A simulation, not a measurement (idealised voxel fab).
process module | voxel air gaps
cross-section cut | 185 nm wide | cells 5 nm
A cross-section is a grid of square cells, given in bands from the top down. A band is one or more rows of cells.
Each band's line starts with the height of the band's top and of its bottom, in nm. Then come its materials from left to right, each with its width in nm. One material with "throughout" fills the band from edge to edge. "air" is empty space.
Height 0 is the level under which the wafer as received is all one material. The lowest band goes on downwards, as in "0 down".
A width such as "30 to 40" changes by the same amount from each row of cells to the next, from the band's top row to its bottom row.
"no change" after a step means that no cell of the cross-section changed.
closed voids: empty space of 8 cells or more with no open way to the top, each as width x height at its distance from the left edge, in nm
after a step's settings: what the simulator itself notes on the step
overlay nm, on a step with a mask: how far to the right of its planned place the mask lay; to the left if negative
plan
1 op RECEIVE | material Si
2 op CONFORMAL_DEP | material SiO2 | thk nm 10
3 op CONFORMAL_DEP | material SiN | thk nm 5
4 op DIRECTIONAL_DEP | material lowk | thk nm 40
5 op MASKED_ETCH | tone open | mask id LINES | width nm 20 | pitch nm 50 | etch materials lowk | depth nm 40 | overlay nm 0
6 op CONFORMAL_DEP | material TiN | thk nm 5
7 op FILL_DEP | material Cu | thk nm 10
8 op CMP | height nm 55
9 op EPI | material Ru | thk nm 10
10 op SELECTIVE_ETCH | etch materials lowk | depth nm 50
11 op CONFORMAL_DEP | material SiCN | thk nm 5
as received, after step 1
  0 down: Si throughout
  closed voids: none
a wafer at the end: this start, this plan, one mistake
  80 to 75: air 5 | SiCN 170 | air 10
  75 to 55: air 5 | SiCN 5 | Ru 160 | SiCN 5 | air 10
  55 to 50: air 5 | SiCN 25 | TiN 5 | Cu 10 | TiN 5 | lowk 30 | TiN 5 | Cu 10 | TiN 5 | lowk 30 | TiN 5 | Cu 10 | TiN 5 | SiCN 25 | air 10
  50 to 20: air 25 | SiCN 5 | TiN 5 | Cu 10 | TiN 5 | lowk 30 | TiN 5 | Cu 10 | TiN 5 | lowk 30 | TiN 5 | Cu 10 | TiN 5 | SiCN 5 | air 30
  20 to 15: SiCN 30 | TiN 20 | lowk 30 | TiN 20 | lowk 30 | TiN 20 | SiCN 35
  15 to 10: SiN throughout
  10 to 0: SiO2 throughout
  0 down: Si throughout
  closed voids: none
what went wrong: step 9 was run twice
